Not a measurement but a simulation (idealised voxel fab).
process module | voxel transistor to metal
Section cut is 270 nm wide and gridded with 5 nm square cells.
We lay out every cross-section as a grid of square cells and spell it out in bands from the top down, where one band means one or more rows of cells.
Top height, bottom height, nm. Materials left to right, width each, nm. Single material + "full width" = fills band edge to edge. "empty" = empty.
Height reference: 0 = level under which incoming wafer is all one material. Lowest band: no bottom, runs on downward, e.g. "0 nm and below".
Graded width ("30..40"): value in top row of band = first number; value in bottom row = second number; row-to-row change constant.
Reading "all unchanged" for a step: not a cell of the cross-section changed in it.
Look at "Enclosed empty spaces" for the closed voids: empty spaces with no open path to the top, sized 8 cells or up. Each is width x height at distance, distance from the left edge, all nm.
On a step's line, text after the settings is the simulator commenting on that step.
The setting "overlay nm" may be written on the line of a step. When the step uses a mask, the value reports how far to the right of the planned place the mask lay, and a negative value reports that it lay to the left.

**So here's the lineup of process steps we planned**
1,RECEIVE [material Si]
2,CONFORMAL_DEP [material SiO2] [thk nm 5]
3,CONFORMAL_DEP [material SiN] [thk nm 10]
4,MASKED_ETCH [tone cover] [mask id ACTIVE] [width nm 100] [pitch nm 130] [etch materials SiN] [depth nm 10] [overlay nm 0]
5,MASKED_ETCH [tone cover] [mask id ACTIVE] [width nm 100] [pitch nm 130] [etch materials SiO2] [depth nm 5] [overlay nm 0]
6,MASKED_ETCH [tone cover] [mask id ACTIVE] [width nm 100] [pitch nm 130] [etch materials Si] [depth nm 25] [overlay nm 0]
7,OXIDIZE [depth nm 5]
8,FILL_DEP [material SiO2] [thk nm 10]
9,CMP [height nm 15]
10,SELECTIVE_ETCH [etch materials SiO2] [depth nm 5]
11,STRIP [etch materials SiN]
12,SELECTIVE_ETCH [etch materials SiO2] [depth nm 5]
13,OXIDIZE [depth nm 5]
14,DIRECTIONAL_DEP [material polySi] [thk nm 30]
15,DIRECTIONAL_DEP [material SiCN] [thk nm 10]
16,DIRECTIONAL_DEP [material aC] [thk nm 15]
17,PATTERN [tone cover] [mask id GATE] [material resist] [width nm 30] [pitch nm 130] [thk nm 30] [overlay nm 0]
18,DIRECTIONAL_ETCH [etch materials aC] [depth nm 15]
19,STRIP [etch materials resist]
20,DIRECTIONAL_ETCH [etch materials SiCN] [depth nm 20]
21,DIRECTIONAL_ETCH [etch materials polySi] [depth nm 40]
22,STRIP [etch materials aC]
23,CONFORMAL_DEP [material SiN] [thk nm 10]
24,DIRECTIONAL_ETCH [etch materials SiN] [depth nm 10]
25,DIRECTIONAL_ETCH [etch materials SiO2] [depth nm 5]
26,DIRECTIONAL_ETCH [etch materials Si] [depth nm 10]
27,EPI [material pSi] [thk nm 10]
28,FILL_DEP [material SiO2] [thk nm 10]
29,CMP [height nm 30]
30,STRIP [etch materials polySi]
31,SELECTIVE_ETCH [etch materials SiO2] [depth nm 5]
32,CONFORMAL_DEP [material HfO2] [thk nm 5]
33,CONFORMAL_DEP [material TiN] [thk nm 5]
34,FILL_DEP [material W] [thk nm 5]
35,CMP [height nm 25]
36,DIRECTIONAL_DEP [material SiO2] [thk nm 15]
37,PATTERN [tone open] [mask id CONTACT] [material resist] [width nm 15] [thk nm 20] [overlay nm 0]
38,DIRECTIONAL_ETCH [etch materials SiO2] [depth nm 45]
39,STRIP [etch materials resist]
40,CONFORMAL_DEP [material TiN] [thk nm 5]
41,FILL_DEP [material Ru] [thk nm 5]
42,CMP [height nm 40]
43,CONFORMAL_DEP [material SiCN] [thk nm 5]
44,DIRECTIONAL_DEP [material lowk] [thk nm 15]
45,MASKED_ETCH [tone open] [mask id METAL_1] [width nm 15] [etch materials lowk] [depth nm 15] [overlay nm 0]
46,MASKED_ETCH [tone open] [mask id METAL_1] [width nm 15] [etch materials SiCN] [depth nm 5] [overlay nm 0]
47,CONFORMAL_DEP [material TiN] [thk nm 5]
48,FILL_DEP [material Cu] [thk nm 5]
49,CMP [height nm 60]
50,CONFORMAL_DEP [material SiCN] [thk nm 5]
51,DIRECTIONAL_DEP [material SiO2] [thk nm 35]
52,PATTERN [tone open] [mask id METAL_2] [material resist] [width nm 15] [pitch nm 130] [thk nm 15] [overlay nm 0]
53,DIRECTIONAL_ETCH [etch materials SiO2] [depth nm 20]
54,STRIP [etch materials resist]
55,DIRECTIONAL_DEP [material aC] [thk nm 10]
56,PATTERN [tone open] [mask id METAL_2_HOLES] [material resist] [width nm 15] [pitch nm 130] [thk nm 30] [overlay nm 0]
57,DIRECTIONAL_ETCH [etch materials aC] [depth nm 10]
58,STRIP [etch materials resist]
59,DIRECTIONAL_ETCH [etch materials SiO2] [depth nm 15]
60,DIRECTIONAL_ETCH [etch materials SiCN] [depth nm 5]
61,STRIP [etch materials aC]
62,CONFORMAL_DEP [material TiN] [thk nm 5]
63,FILL_DEP [material Ru] [thk nm 5]
64,CMP [height nm 100]
65,CONFORMAL_DEP [material SiN] [thk nm 5]

**As received (post step 1): cross-section**
    0 nm and below: Si full width
    Enclosed empty spaces: none

**Module complete - cross-section of the first of two wafers, run according to plan**
    105 nm to 100 nm: SiN full width
    100 nm to 65 nm: 25 SiO2, then 5 TiN, then 5 Ru, then 5 TiN, then 115 SiO2, then 5 TiN, then 5 Ru, then 5 TiN, then 100 SiO2
    65 nm to 60 nm: 25 SiCN, then 15 TiN, then 115 SiCN, then 15 TiN, then 100 SiCN
    60 nm to 45 nm: 25 lowk, then 5 TiN, then 5 Cu, then 5 TiN, then 60 lowk, then 5 TiN, then 5 Cu, then 5 TiN, then 40 lowk, then 5 TiN, then 5 Cu, then 5 TiN, then 60 lowk, then 5 TiN, then 5 Cu, then 5 TiN, then 25 lowk
    45 nm to 40 nm: 25 SiCN, then 15 TiN, then 60 SiCN, then 15 TiN, then 40 SiCN, then 15 TiN, then 60 SiCN, then 15 TiN, then 25 SiCN
    40 nm to 25 nm: 25 SiO2, then 5 TiN, then 5 Ru, then 5 TiN, then 60 SiO2, then 5 TiN, then 5 Ru, then 5 TiN, then 40 SiO2, then 5 TiN, then 5 Ru, then 5 TiN, then 60 SiO2, then 5 TiN, then 5 Ru, then 5 TiN, then 25 SiO2
    25 nm to 10 nm: 25 SiO2, then 5 TiN, then 5 Ru, then 5 TiN, then 5 SiO2, then 10 SiN, then 5 HfO2, then 5 TiN, then 10 W, then 5 TiN, then 5 HfO2, then 10 SiN, then 5 SiO2, then 5 TiN, then 5 Ru, then 5 TiN, then 40 SiO2, then 5 TiN, then 5 Ru, then 5 TiN, then 5 SiO2, then 10 SiN, then 5 HfO2, then 5 TiN, then 10 W, then 5 TiN, then 5 HfO2, then 10 SiN, then 5 SiO2, then 5 TiN, then 5 Ru, then 5 TiN, then 25 SiO2
    10 nm to 5 nm: 25 SiO2, then 15 TiN, then 5 SiO2, then 10 SiN, then 5 HfO2, then 5 TiN, then 10 W, then 5 TiN, then 5 HfO2, then 10 SiN, then 5 SiO2, then 15 TiN, then 40 SiO2, then 15 TiN, then 5 SiO2, then 10 SiN, then 5 HfO2, then 5 TiN, then 10 W, then 5 TiN, then 5 HfO2, then 10 SiN, then 5 SiO2, then 15 TiN, then 25 SiO2
    5 nm to 0 nm: 15 SiO2, then 10 SiN, then 10 TiN, then 10 pSi, then 10 SiN, then 5 HfO2, then 20 TiN, then 5 HfO2, then 10 SiN, then 10 pSi, then 10 TiN, then 10 SiN, then 20 SiO2, then 10 SiN, then 10 TiN, then 10 pSi, then 10 SiN, then 5 HfO2, then 20 TiN, then 5 HfO2, then 10 SiN, then 10 pSi, then 10 TiN, then 10 SiN, then 15 SiO2
    0 nm to -5 nm: 25 SiO2, then 10 TiN, then 10 pSi, then 5 SiO2, then 40 HfO2, then 5 SiO2, then 10 pSi, then 10 TiN, then 40 SiO2, then 10 TiN, then 10 pSi, then 5 SiO2, then 40 HfO2, then 5 SiO2, then 10 pSi, then 10 TiN, then 25 SiO2
    -5 nm to -15 nm: 25 SiO2, then 20 pSi, then 50 Si, then 20 pSi, then 40 SiO2, then 20 pSi, then 50 Si, then 20 pSi, then 25 SiO2
    -15 nm to -30 nm: 25 SiO2, then 90 Si, then 40 SiO2, then 90 Si, then 25 SiO2
    -30 nm and below: Si full width
    Enclosed empty spaces: none

**This cross-section belongs to the second wafer of two at the end of the module; the start and the plan were shared with the first, and the run included one mistake**
    105 nm to 100 nm: SiN full width
    100 nm to 65 nm: 25 SiO2, then 5 TiN, then 5 Ru, then 5 TiN, then 115 SiO2, then 5 TiN, then 5 Ru, then 5 TiN, then 100 SiO2
    65 nm to 60 nm: 25 SiCN, then 15 TiN, then 115 SiCN, then 15 TiN, then 100 SiCN
    60 nm to 45 nm: 25 lowk, then 5 TiN, then 5 Cu, then 5 TiN, then 60 lowk, then 5 TiN, then 5 Cu, then 5 TiN, then 40 lowk, then 5 TiN, then 5 Cu, then 5 TiN, then 60 lowk, then 5 TiN, then 5 Cu, then 5 TiN, then 25 lowk
    45 nm to 40 nm: 25 SiCN, then 15 TiN, then 60 SiCN, then 15 TiN, then 40 SiCN, then 15 TiN, then 60 SiCN, then 15 TiN, then 25 SiCN
    40 nm to 25 nm: 25 SiO2, then 5 TiN, then 5 Ru, then 5 TiN, then 60 SiO2, then 5 TiN, then 5 Ru, then 5 TiN, then 40 SiO2, then 5 TiN, then 5 Ru, then 5 TiN, then 60 SiO2, then 5 TiN, then 5 Ru, then 5 TiN, then 25 SiO2
    25 nm to 15 nm: 25 SiO2, then 5 TiN, then 5 Ru, then 5 TiN, then 5 SiO2, then 10 SiN, then 5 HfO2, then 5 TiN, then 10 W, then 5 TiN, then 5 HfO2, then 10 SiN, then 5 SiO2, then 5 TiN, then 5 Ru, then 5 TiN, then 40 SiO2, then 5 TiN, then 5 Ru, then 5 TiN, then 5 SiO2, then 10 SiN, then 5 HfO2, then 5 TiN, then 10 W, then 5 TiN, then 5 HfO2, then 10 SiN, then 5 SiO2, then 5 TiN, then 5 Ru, then 5 TiN, then 25 SiO2
    15 nm to 10 nm: 25 SiO2, then 15 TiN, then 5 SiO2, then 10 SiN, then 5 HfO2, then 5 TiN, then 10 W, then 5 TiN, then 5 HfO2, then 10 SiN, then 5 SiO2, then 15 TiN, then 40 SiO2, then 15 TiN, then 5 SiO2, then 10 SiN, then 5 HfO2, then 5 TiN, then 10 W, then 5 TiN, then 5 HfO2, then 10 SiN, then 5 SiO2, then 15 TiN, then 25 SiO2
    10 nm to 5 nm: 45 SiO2, then 10 SiN, then 5 HfO2, then 5 TiN, then 10 W, then 5 TiN, then 5 HfO2, then 10 SiN, then 80 SiO2, then 10 SiN, then 5 HfO2, then 5 TiN, then 10 W, then 5 TiN, then 5 HfO2, then 10 SiN, then 45 SiO2
    5 nm to 0 nm: 15 SiO2, then 10 SiN, then 10 SiO2, then 10 pSi, then 10 SiN, then 5 HfO2, then 20 TiN, then 5 HfO2, then 10 SiN, then 10 pSi, then 10 SiO2, then 10 SiN, then 20 SiO2, then 10 SiN, then 10 SiO2, then 10 pSi, then 10 SiN, then 5 HfO2, then 20 TiN, then 5 HfO2, then 10 SiN, then 10 pSi, then 10 SiO2, then 10 SiN, then 15 SiO2
    0 nm to -5 nm: 35 SiO2, then 10 pSi, then 5 SiO2, then 40 HfO2, then 5 SiO2, then 10 pSi, then 60 SiO2, then 10 pSi, then 5 SiO2, then 40 HfO2, then 5 SiO2, then 10 pSi, then 35 SiO2
    -5 nm to -15 nm: 25 SiO2, then 20 pSi, then 50 Si, then 20 pSi, then 40 SiO2, then 20 pSi, then 50 Si, then 20 pSi, then 25 SiO2
    -15 nm to -30 nm: 25 SiO2, then 90 Si, then 40 SiO2, then 90 Si, then 25 SiO2
    -30 nm and below: Si full width
    Enclosed empty spaces: none
Against the plan, the run slipped here: step 36 of the plan was twice carried out
In the final state, the cell counts of the second wafer exceed or fall short of those of the first for the following materials: -4 Ru | +28 SiO2 | -24 TiN
